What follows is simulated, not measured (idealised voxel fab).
process module | voxel quadruple lines
cross-section cut | 230 nm wide | cells 5 nm
A cross-section is a grid of square cells, given in bands from the top down. A band is one or more rows of cells.
Each band's line starts with the height of the band's top and of its bottom, in nm. Then come its materials from left to right, each with its width in nm. One material with "throughout" fills the band from edge to edge. "air" is empty space.
Height 0 is the level under which the wafer as received is all one material. The lowest band goes on downwards, as in "0 down".
A width such as "30 to 40" changes by the same amount from each row of cells to the next, from the band's top row to its bottom row.
"no change" after a step means that no cell of the cross-section changed.
closed voids: empty space of 8 cells or more with no open way to the top, each as width x height at its distance from the left edge, in nm
after a step's settings: what the simulator itself notes on the step
overlay nm, on a step with a mask: how far to the right of its planned place the mask lay; to the left if negative
plan
1 op RECEIVE | material Si
2 op CONFORMAL_DEP | material SiO2 | thk nm 5
3 op DIRECTIONAL_DEP | material TiN | thk nm 10
4 op DIRECTIONAL_DEP | material polySi | thk nm 15
5 op DIRECTIONAL_DEP | material aC | thk nm 20
6 op PATTERN | tone cover | mask id MANDREL | material resist | width nm 25 | thk nm 25 | overlay nm 0
7 op DIRECTIONAL_ETCH | etch materials aC | depth nm 20
8 op STRIP | etch materials resist
9 op CONFORMAL_DEP | material SiO2 | thk nm 15
10 op DIRECTIONAL_ETCH | etch materials SiO2 | depth nm 15
11 op STRIP | etch materials aC
12 op DIRECTIONAL_ETCH | etch materials polySi | depth nm 15
13 op STRIP | etch materials SiO2
14 op CONFORMAL_DEP | material SiCN | thk nm 5
15 op DIRECTIONAL_ETCH | etch materials SiCN | depth nm 5
16 op STRIP | etch materials polySi
17 op DIRECTIONAL_ETCH | etch materials TiN | depth nm 10
18 op STRIP | etch materials SiCN
19 op FILL_DEP | material SiO2 | thk nm 5
20 op CMP | height nm 15
as received, after step 1
  0 down: Si throughout
  closed voids: none
a wafer at the end: this start, this plan, one mistake
  15 to 5: SiO2 95 | TiN 5 | SiO2 25 | TiN 5 | SiO2 100
  5 to 0: SiO2 throughout
  0 down: Si throughout
  closed voids: none
what went wrong: step 6 ran as: op PATTERN | tone open | mask id MANDREL | material resist | width nm 25 | thk nm 25 | overlay nm 0
